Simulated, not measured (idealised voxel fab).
process module | voxel transistor to metal
Section cut is 190 nm wide and gridded with 5 nm square cells.
Throughout this document, each cross-section is represented as a grid of square cells and is presented as a sequence of bands enumerated from the top downward, where a band comprises one or more rows of cells.
In this notation a band is specified by the heights of its top and bottom, in that order and in nm, after which its materials appear from left to right, each paired with its width in nm. The word "all across" attached to a single material means that material fills the band from edge to edge; the word "empty" stands for empty space.
Where do heights start? At 0: under that level the wafer as delivered is made of one material only. And the lowest band has no floor; it just carries on downward, as in "from 0 down".
Per-row width for "30 to 40": begins at first number (top row of band), ends at second number (bottom row), increment between rows held constant.
It should be understood that the words "identical to before", when stated for a given step, signify that the cross-section underwent no change in any of its cells during that step.
Any empty space of 8 cells or more lacking an open way to the top shows up in "Enclosed internal voids" as width x height at distance, distance from the left edge, in nm.
Anything after a step's settings on that line? It's the simulator's own note about the step.
On any step carrying a mask, the "overlay nm" setting, if present on the step's line, tells how far right of its planned place the mask lay; negative values point to the left.

## The process steps that were planned are listed below
| 1 | RECEIVE,material Si |
| 2 | OXIDIZE,depth nm 5 |
| 3 | CONFORMAL_DEP,material SiN,thk nm 15 |
| 4 | MASKED_ETCH,tone cover,mask id ACTIVE,width nm 100,etch materials SiN,depth nm 15,overlay nm 0 |
| 5 | MASKED_ETCH,tone cover,mask id ACTIVE,width nm 100,etch materials SiO2,depth nm 5,overlay nm 0 |
| 6 | MASKED_ETCH,tone cover,mask id ACTIVE,width nm 100,etch materials Si,depth nm 30,overlay nm 0 |
| 7 | FILL_DEP,material SiO2,thk nm 15 |
| 8 | CMP,height nm 15 |
| 9 | SELECTIVE_ETCH,etch materials SiO2,depth nm 5 |
| 10 | STRIP,etch materials SiN |
| 11 | SELECTIVE_ETCH,etch materials SiO2,depth nm 5 |
| 12 | OXIDIZE,depth nm 5 |
| 13 | DIRECTIONAL_DEP,material polySi,thk nm 25 |
| 14 | DIRECTIONAL_DEP,material SiCN,thk nm 15 |
| 15 | MASKED_ETCH,tone cover,mask id GATE,width nm 15,etch materials SiCN,depth nm 25,overlay nm 0 |
| 16 | MASKED_ETCH,tone cover,mask id GATE,width nm 20,etch materials polySi,depth nm 35,overlay nm 0 |
| 17 | CONFORMAL_DEP,material SiN,thk nm 10 |
| 18 | DIRECTIONAL_ETCH,etch materials SiN,depth nm 10 |
| 19 | DIRECTIONAL_ETCH,etch materials SiO2,depth nm 5 |
| 20 | DIRECTIONAL_ETCH,etch materials Si,depth nm 5 |
| 21 | EPI,material nSi,thk nm 5 |
| 22 | FILL_DEP,material SiO2,thk nm 5 |
| 23 | CMP,height nm 35 |
| 24 | DIRECTIONAL_DEP,material SiO2,thk nm 15 |
| 25 | MASKED_ETCH,tone open,mask id CONTACT,width nm 20,pitch nm 70,etch materials SiO2,depth nm 60,overlay nm 0 |
| 26 | CONFORMAL_DEP,material TiN,thk nm 5 |
| 27 | FILL_DEP,material Ru,thk nm 10 |
| 28 | CMP,height nm 50 |
| 29 | DIRECTIONAL_DEP,material TiN,thk nm 5 |
| 30 | DIRECTIONAL_DEP,material Ru,thk nm 15 |
| 31 | PATTERN,tone cover,mask id METAL_1,material resist,width nm 20,pitch nm 70,thk nm 20,overlay nm 0 |
| 32 | DIRECTIONAL_ETCH,etch materials Ru,depth nm 15 |
| 33 | DIRECTIONAL_ETCH,etch materials TiN,depth nm 5 |
| 34 | STRIP,etch materials resist |
| 35 | CONFORMAL_DEP,material SiN,thk nm 5 |
| 36 | FILL_DEP,material SiO2,thk nm 5 |
| 37 | CMP,height nm 70 |
| 38 | CONFORMAL_DEP,material SiCN,thk nm 5 |
Among the wafers covered here, the point of difference is the width nm at step 15; their starting state is shared, and the plan presents the value of the first wafer.

## Step 1 complete: as-received cross-section of the first of several wafers
* from 0 down | Si all across
* Enclosed internal voids: none

## Gained (+) or lost (-) cells of each material since receipt, then closed voids: one row per wafer, at the end of the module
width nm 15; +66 Ru; -176 Si; +47 SiCN; +82 SiN; +457 SiO2; +60 TiN; +14 nSi; +20 polySi; Enclosed internal voids: none
width nm 20; +66 Ru; -176 Si; +50 SiCN; +82 SiN; +454 SiO2; +60 TiN; +14 nSi; +20 polySi; Enclosed internal voids: none
width nm 25; +65 Ru; -175 Si; +53 SiCN; +82 SiN; +447 SiO2; +60 TiN; +13 nSi; +25 polySi; Enclosed internal voids: none
width nm 30; +64 Ru; -174 Si; +56 SiCN; +82 SiN; +440 SiO2; +60 TiN; +12 nSi; +30 polySi; Enclosed internal voids: none
width nm 35; +56 Ru; -173 Si; +59 SiCN; +82 SiN; +441 SiO2; +59 TiN; +11 nSi; +35 polySi; Enclosed internal voids: none
